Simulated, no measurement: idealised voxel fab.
You're looking at the process module voxel spacer lines.
Section cut is 300 nm wide and gridded with 5 nm square cells.
If you're reading a cross-section in this doc, picture square cells in a grid; it comes to you as bands, top ones listed first down to the bottom, and a band can be one or more rows of cells. Basically the band line says how high the top is and how high the bottom is, in nm, and then what's in it from left to right, every material with its width in nm. Empty space shows up as "blank", and if a single material carries "everywhere" it runs the full band edge to edge. Height 0 is the level under which the wafer as received is all one material. The lowest band goes on downwards, as in "0 -> down". Think of "30..40" as a width that walks from the first number to the second as you go down the band, top row to bottom row, taking equal-sized steps from row to row. "no modification", as given for a step, is the statement that not any cell of the cross-section underwent a change during that step. If an empty space has no open way to the top and is at least 8 cells in size, "Internal closed voids" lists it, written width x height at distance, where distance is measured from the left edge and every value is in nm. Where a step's line continues beyond its settings, the continuation is a remark by the simulator itself on that step. The optional step-line setting "overlay nm" applies to steps with a mask and quantifies how far to the right of its planned location the mask lay, a negative value indicating leftward placement.

-- Below is the list of planned process steps
1,RECEIVE [material Si]
2,CONFORMAL_DEP [material Al2O3] [thk nm 5]
3,DIRECTIONAL_DEP [material W] [thk nm 10]
4,DIRECTIONAL_DEP [material aC] [thk nm 20]
5,PATTERN [tone cover] [mask id MANDREL] [material resist] [width nm 15] [pitch nm 50] [thk nm 30] [overlay nm 0]
6,DIRECTIONAL_ETCH [etch materials aC] [depth nm 20]
7,STRIP [etch materials resist]
8,CONFORMAL_DEP [material SiO2] [thk nm 10]
9,DIRECTIONAL_ETCH [etch materials SiO2] [depth nm 10]
10,STRIP [etch materials aC]
11,DIRECTIONAL_ETCH [etch materials W] [depth nm 10]
12,STRIP [etch materials SiO2]
13,FILL_DEP [material SiO2] [thk nm 5]
14,CMP [height nm 15]

-- Here's what the wafer looked like in cross-section when it arrived - that's after step 1
    0 -> down: Si everywhere
    Internal closed voids: none

-- First of two wafers: cross-section at end of module, run per plan
    15 -> 5: SiO2 80, W 10, SiO2 15, W 10, SiO2 15, W 10, SiO2 15, W 10, SiO2 15, W 10, SiO2 15, W 10, SiO2 85
    5 -> 0: Al2O3 everywhere
    0 -> down: Si everywhere
    Internal closed voids: none

-- So this is wafer number two of the two, cut at the end of the module - it started where the first did and had the same plan, we just got one thing wrong running it
    15 -> 5: SiO2 80, W 10, SiO2 20, W 10, SiO2 10, W 10, SiO2 20, W 10, SiO2 10, W 10, SiO2 20, W 10, SiO2 80
    5 -> 0: Al2O3 everywhere
    0 -> down: Si everywhere
    Internal closed voids: none
Where did the run depart from the plan? step 5 was not run as planned; what actually ran was PATTERN [tone cover] [mask id MANDREL] [material resist] [width nm 20] [pitch nm 50] [thk nm 30] [overlay nm 0]
Cell counts per material: same on both final wafers. Positions: different.
